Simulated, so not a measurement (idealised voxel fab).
The document below concerns the process module designated voxel plated lines.
Square cell edge 5 nm, section width 240 nm, ID cut.
Cross-section = grid of square cells, listed top down in bands; band = one or more rows. Heads up on the band format: heights come first, top then bottom, in nm. After that it's the materials left to right, each with its width in nm. A single material flagged "edge to edge" fills the whole band edge to edge, and "blank" means there's empty space there. Below 0: as-received wafer, all one material; heights counted from there. Lowest band: no bottom, goes on down, written "top 0, no bottom". Read "30..40" as a graded width: first number on top, second number at the bottom, same change between each pair of neighbouring rows. It should be understood that the words "no change", when stated for a given step, signify that the cross-section underwent no change in any of its cells during that step. Basically, "Trapped cavities" tells you about the enclosed voids: empty spaces with no open way to the top, 8 cells or bigger, each written width x height at distance, where distance is from the left edge, all in nm. Where a step's line continues beyond its settings, the continuation is a remark by the simulator itself on that step. Among the settings permitted on a step's line is "overlay nm"; applied to a step with a mask, it specifies the extent to which the mask lay to the right of its planned position, whereas a negative figure signifies a position to the left.

Listed below are the process steps as planned:
| 1 | RECEIVE | material Si |
| 2 | CONFORMAL_DEP | material SiN | thk nm 15 |
| 3 | DIRECTIONAL_DEP | material TiN | thk nm 5 |
| 4 | PATTERN | tone open | mask id LINES | material resist | width nm 20 | pitch nm 50 | thk nm 35 | overlay nm 0 |
| 5 | EPI | material Ru | thk nm 5 |
| 6 | EPI | material Ru | thk nm 5 |
| 7 | EPI | material Ru | thk nm 10 |
| 8 | STRIP | etch materials resist |
| 9 | DIRECTIONAL_ETCH | etch materials TiN | depth nm 5 |
| 10 | CONFORMAL_DEP | material SiN | thk nm 10 |

Cross-section of the wafer upon arrival, representing the state reached after step 1:
  top 0, no bottom | Si edge to edge
  Trapped cavities: none

The cross-section shown corresponds to the wafer at the conclusion of the module. The initial structure and the process plan are those presented above; however, one mistake occurred in executing the plan:
  top 25, bottom 0 | SiN edge to edge
  top 0, no bottom | Si edge to edge
  Trapped cavities: none
what went wrong: step 3 of the plan was excluded from execution and never run
